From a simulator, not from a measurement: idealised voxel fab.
Process module name: voxel quadruple lines
Cross-section cut spans 225 nm and uses square cells 5 nm in size.
Cross-section layout: square cells on a grid; listed as bands, top to bottom; a band spans one or more cell rows.
Heads up on the band format: heights come first, top then bottom, in nm. After that it's the materials left to right, each with its width in nm. A single material flagged "throughout" fills the whole band edge to edge, and "blank" means there's empty space there.
Heights are reckoned from 0. Under this level, the received wafer is all of one material. The bottommost band is open-ended downward, for example "0 nm and below".
Quick explanation for "30->40": the width changes in equal steps down the rows of cells, from the first number in the band's top row to the second number in its bottom row.
"nothing was modified" -> step changed no cross-section cell.
Under "Voids, enclosed" you'll find the enclosed gaps, the ones with no way out to the top, that are 8 cells or bigger; each reads width x height at distance, with distance counted from the left edge, everything in nm.
That trailing text on a step's line, after the settings, is the simulator's own remark on the step.
overlay nm: on a step with a mask, how far right of its planned place the mask lay; negative means left.
[Set out below are the planned steps of the process]
| 1 | RECEIVE, material Si |
| 2 | CONFORMAL_DEP, material Al2O3, thk nm 5 |
| 3 | DIRECTIONAL_DEP, material TiN, thk nm 15 |
| 4 | DIRECTIONAL_DEP, material polySi, thk nm 20 |
| 5 | DIRECTIONAL_DEP, material aC, thk nm 25 |
| 6 | PATTERN, tone cover, mask id MANDREL, material resist, width nm 25, pitch nm 80, thk nm 35, overlay nm 0 |
| 7 | DIRECTIONAL_ETCH, etch materials aC, depth nm 25 |
| 8 | STRIP, etch materials resist |
| 9 | CONFORMAL_DEP, material SiO2, thk nm 15 |
| 10 | DIRECTIONAL_ETCH, etch materials SiO2, depth nm 15 |
| 11 | STRIP, etch materials aC |
| 12 | DIRECTIONAL_ETCH, etch materials polySi, depth nm 20 |
| 13 | STRIP, etch materials SiO2 |
| 14 | CONFORMAL_DEP, material SiCN, thk nm 5 |
| 15 | DIRECTIONAL_ETCH, etch materials SiCN, depth nm 5 |
| 16 | STRIP, etch materials polySi |
| 17 | DIRECTIONAL_ETCH, etch materials TiN, depth nm 15 |
| 18 | STRIP, etch materials SiCN |
| 19 | FILL_DEP, material SiO2, thk nm 10 |
| 20 | CMP, height nm 20 |
[Cross-section of the wafer upon arrival, representing the state reached after step 1]
0 nm and below: Si throughout
Voids, enclosed: none
[Cross-sectional view of the first of the two wafers upon completion of the module, processed in accordance with the plan]
20 nm to 5 nm: 40 SiO2; 5 TiN; 15 SiO2; 5 TiN; 15 SiO2; 5 TiN; 15 SiO2; 5 TiN; 15 SiO2; 5 TiN; 15 SiO2; 5 TiN; 15 SiO2; 5 TiN; 15 SiO2; 5 TiN; 40 SiO2
5 nm to 0 nm: Al2O3 throughout
0 nm and below: Si throughout
Voids, enclosed: none
[Module end: cross-section of wafer two of two. Same start and process plan as the first wafer. One mistake during execution]
20 nm to 5 nm: 35 SiO2; 5 TiN; 15 SiO2; 5 TiN; 25 SiO2; 5 TiN; 15 SiO2; 5 TiN; 5 SiO2; 5 TiN; 15 SiO2; 5 TiN; 25 SiO2; 5 TiN; 15 SiO2; 5 TiN; 35 SiO2
5 nm to 0 nm: Al2O3 throughout
0 nm and below: Si throughout
Voids, enclosed: none
What was the processing mistake? note that step 6 departed from the planned setting and was carried out as PATTERN, tone cover, mask id MANDREL, material resist, width nm 35, pitch nm 80, thk nm 35, overlay nm 0
So at the finish, the second wafer's got exactly as many cells of each material as the first, just not in the same spots.
